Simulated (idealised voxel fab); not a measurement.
Herein follows the process module entitled voxel gate over fins.
140 nm wide, 5 nm square cells: that's cross-section cut.
Cross-section layout: square cells on a grid; listed as bands, top to bottom; a band spans one or more cell rows. Heads up on the band format: heights come first, top then bottom, in nm. After that it's the materials left to right, each with its width in nm. A single material flagged "everywhere" fills the whole band edge to edge, and "air" means there's empty space there. Zero point of the height axis is 0; under it, received wafer = one material. Lowest band: continues down indefinitely, "0..down". A width such as "30 to 40" changes by the same amount from each row of cells to the next, from the band's top row to its bottom row. The designation "remains unaltered", where it is given for a processing step, indicates that no cell of the cross-section was altered in the course of that step. So "Fully sealed cavities" is basically the list of trapped voids: any empty space of 8 cells or more that can't reach the top through an opening. They're written width x height at distance, the distance being from the left edge, and it's all nm. On a step's line, text after the settings is the simulator commenting on that step. "overlay nm" on a masked step: distance the mask lay right of its planned place, negative for left.

This section lists the process steps that were planned:
step 1: RECEIVE with material Si
step 2: CONFORMAL_DEP with material SiN, thk nm 5
step 3: PATTERN with tone cover, mask id FINS, material resist, width nm 15, pitch nm 40, thk nm 20, overlay nm 0
step 4: DIRECTIONAL_ETCH with etch materials SiN, depth nm 5
step 5: DIRECTIONAL_ETCH with etch materials Si, depth nm 40
step 6: STRIP with etch materials resist
step 7: FILL_DEP with material SiO2, thk nm 10
step 8: CMP with height nm 5
step 9: SELECTIVE_ETCH with etch materials SiO2, depth nm 20
step 10: STRIP with etch materials SiN
step 11: CONFORMAL_DEP with material HfO2, thk nm 5
step 12: CONFORMAL_DEP with material TiN, thk nm 5
step 13: CONFORMAL_DEP with material TiAl, thk nm 5
step 14: CONFORMAL_DEP with material TiN, thk nm 5
step 15: FILL_DEP with material W, thk nm 10
step 16: CMP with height nm 25
step 17: CONFORMAL_DEP with material SiCN, thk nm 5

First wafer out of two, processed as planned:

As-received state of the wafer in cross-section, equivalent to post-step 1:
  0..down = Si everywhere
  Fully sealed cavities: none

The wafer, seen in cross-section, after step 2:
  5..0 = SiN everywhere
  Below 0, no change.

The wafer, seen in cross-section, after step 3:
  25..5 = air 40; resist 15; air 25; resist 15; air 45
  Below 5, no change.

The wafer, seen in cross-section, after step 4:
  25..5 = air 40; resist 15; air 25; resist 15; air 45
  5..0 = air 40; SiN 15; air 25; SiN 15; air 45
  Below 0, no change.

The wafer, seen in cross-section, after step 5:
  25..5 = air 40; resist 15; air 25; resist 15; air 45
  5..0 = air 40; SiN 15; air 25; SiN 15; air 45
  0..-40 = air 40; Si 15; air 25; Si 15; air 45
  Below -40, no change.

The wafer, seen in cross-section, after step 6:
  5..0 = air 40; SiN 15; air 25; SiN 15; air 45
  Below 0, no change.

The wafer, seen in cross-section, after step 7:
  15..5 = SiO2 everywhere
  5..0 = SiO2 40; SiN 15; SiO2 25; SiN 15; SiO2 45
  0..-40 = SiO2 40; Si 15; SiO2 25; Si 15; SiO2 45
  Below -40, no change.

The wafer, seen in cross-section, after step 8:
  5..0 = SiO2 40; SiN 15; SiO2 25; SiN 15; SiO2 45
  Below 0, no change.

The wafer, seen in cross-section, after step 9:
  5..0 = air 40; SiN 15; air 25; SiN 15; air 45
  0..-15 = air 40; Si 15; air 25; Si 15; air 45
  Below -15, no change.

The wafer, seen in cross-section, after step 10:
  0..-15 = air 40; Si 15; air 25; Si 15; air 45
  Below -15, no change.

The wafer, seen in cross-section, after step 11:
  5..0 = air 35; HfO2 25; air 15; HfO2 25; air 40
  0..-10 = air 35; HfO2 5; Si 15; HfO2 5; air 15; HfO2 5; Si 15; HfO2 5; air 40
  -10..-15 = HfO2 40; Si 15; HfO2 25; Si 15; HfO2 45
  Below -15, no change.

The wafer, seen in cross-section, after step 12:
  10..5 = air 30; TiN 35; air 5; TiN 35; air 35
  5..0 = air 30; TiN 5; HfO2 25; TiN 5; air 5; TiN 5; HfO2 25; TiN 5; air 35
  0..-5 = air 30; TiN 5; HfO2 5; Si 15; HfO2 5; TiN 5; air 5; TiN 5; HfO2 5; Si 15; HfO2 5; TiN 5; air 35
  -5..-10 = TiN 35; HfO2 5; Si 15; HfO2 5; TiN 15; HfO2 5; Si 15; HfO2 5; TiN 40
  Below -10, no change.

The wafer, seen in cross-section, after step 13:
  15..10 = air 25; TiAl 85; air 30
  10..5 = air 25; TiAl 5; TiN 35; TiAl 5; TiN 35; TiAl 5; air 30
  5..0 = air 25; TiAl 5; TiN 5; HfO2 25; TiN 5; TiAl 5; TiN 5; HfO2 25; TiN 5; TiAl 5; air 30
  0..-5 = TiAl 30; TiN 5; HfO2 5; Si 15; HfO2 5; TiN 5; TiAl 5; TiN 5; HfO2 5; Si 15; HfO2 5; TiN 5; TiAl 35
  Below -5, no change.

The wafer, seen in cross-section, after step 14:
  20..15 = air 20; TiN 95; air 25
  15..10 = air 20; TiN 5; TiAl 85; TiN 5; air 25
  10..5 = air 20; TiN 5; TiAl 5; TiN 35; TiAl 5; TiN 35; TiAl 5; TiN 5; air 25
  5..0 = TiN 25; TiAl 5; TiN 5; HfO2 25; TiN 5; TiAl 5; TiN 5; HfO2 25; TiN 5; TiAl 5; TiN 30
  Below 0, no change.

The wafer, seen in cross-section, after step 15:
  30..20 = W everywhere
  20..15 = W 20; TiN 95; W 25
  15..10 = W 20; TiN 5; TiAl 85; TiN 5; W 25
  10..5 = W 20; TiN 5; TiAl 5; TiN 35; TiAl 5; TiN 35; TiAl 5; TiN 5; W 25
  Below 5, no change.

The wafer, seen in cross-section, after step 16:
  25..20 = W everywhere
  Below 20, no change.

The wafer, seen in cross-section, after step 17:
  30..25 = SiCN everywhere
  Below 25, no change.

Wafer two: like wafer one in start and plan, but with one mistake in execution; identical up to and including step 2:

Second wafer: cross-section at the scheduled end of step 3:
  25..5 = air 35; resist 25; air 15; resist 25; air 40
  Below 5, no change.

Second wafer: cross-section at the scheduled end of step 4:
  25..5 = air 35; resist 25; air 15; resist 25; air 40
  5..0 = air 35; SiN 25; air 15; SiN 25; air 40
  Below 0, no change.

Second wafer: cross-section at the scheduled end of step 5:
  25..5 = air 35; resist 25; air 15; resist 25; air 40
  5..0 = air 35; SiN 25; air 15; SiN 25; air 40
  0..-40 = air 35; Si 25; air 15; Si 25; air 40
  Below -40, no change.

Second wafer: cross-section at the scheduled end of step 6:
  5..0 = air 35; SiN 25; air 15; SiN 25; air 40
  Below 0, no change.

Second wafer: cross-section at the scheduled end of step 7:
  15..5 = SiO2 everywhere
  5..0 = SiO2 35; SiN 25; SiO2 15; SiN 25; SiO2 40
  0..-40 = SiO2 35; Si 25; SiO2 15; Si 25; SiO2 40
  Below -40, no change.

Second wafer: cross-section at the scheduled end of step 8:
  5..0 = SiO2 35; SiN 25; SiO2 15; SiN 25; SiO2 40
  Below 0, no change.

Second wafer: cross-section at the scheduled end of step 9:
  5..0 = air 35; SiN 25; air 15; SiN 25; air 40
  0..-15 = air 35; Si 25; air 15; Si 25; air 40
  Below -15, no change.

Second wafer: cross-section at the scheduled end of step 10:
  0..-15 = air 35; Si 25; air 15; Si 25; air 40
  Below -15, no change.

Second wafer: cross-section at the scheduled end of step 11:
  5..0 = air 30; HfO2 35; air 5; HfO2 35; air 35
  0..-10 = air 30; HfO2 5; Si 25; HfO2 5; air 5; HfO2 5; Si 25; HfO2 5; air 35
  -10..-15 = HfO2 35; Si 25; HfO2 15; Si 25; HfO2 40
  Below -15, no change.

Second wafer: cross-section at the scheduled end of step 12:
  10..5 = air 25; TiN 85; air 30
  5..0 = air 25; TiN 5; HfO2 35; TiN 5; HfO2 35; TiN 5; air 30
  0..-5 = air 25; TiN 5; HfO2 5; Si 25; HfO2 5; TiN 5; HfO2 5; Si 25; HfO2 5; TiN 5; air 30
  -5..-10 = TiN 30; HfO2 5; Si 25; HfO2 5; TiN 5; HfO2 5; Si 25; HfO2 5; TiN 35
  Below -10, no change.

Second wafer: cross-section at the scheduled end of step 13:
  15..10 = air 20; TiAl 95; air 25
  10..5 = air 20; TiAl 5; TiN 85; TiAl 5; air 25
  5..0 = air 20; TiAl 5; TiN 5; HfO2 35; TiN 5; HfO2 35; TiN 5; TiAl 5; air 25
  0..-5 = TiAl 25; TiN 5; HfO2 5; Si 25; HfO2 5; TiN 5; HfO2 5; Si 25; HfO2 5; TiN 5; TiAl 30
  Below -5, no change.

Second wafer: cross-section at the scheduled end of step 14:
  20..15 = air 15; TiN 105; air 20
  15..10 = air 15; TiN 5; TiAl 95; TiN 5; air 20
  10..5 = air 15; TiN 5; TiAl 5; TiN 85; TiAl 5; TiN 5; air 20
  5..0 = TiN 20; TiAl 5; TiN 5; HfO2 35; TiN 5; HfO2 35; TiN 5; TiAl 5; TiN 25
  Below 0, no change.

Second wafer: cross-section at the scheduled end of step 15:
  30..20 = W everywhere
  20..15 = W 15; TiN 105; W 20
  15..10 = W 15; TiN 5; TiAl 95; TiN 5; W 20
  10..5 = W 15; TiN 5; TiAl 5; TiN 85; TiAl 5; TiN 5; W 20
  Below 5, no change.

Second wafer: cross-section at the scheduled end of step 16:
  25..20 = W everywhere
  Below 20, no change.

Second wafer: cross-section at the scheduled end of step 17:
  30..25 = SiCN everywhere
  Below 25, no change.
Error vs. plan: contrary to plan, step 3 was performed as PATTERN with tone cover, mask id FINS, material resist, width nm 25, pitch nm 40, thk nm 20, overlay nm 0
Cell-count delta at end, second wafer over first, by material: Si +32 | SiO2 -20 | TiAl -3 | TiN -3 | W -6
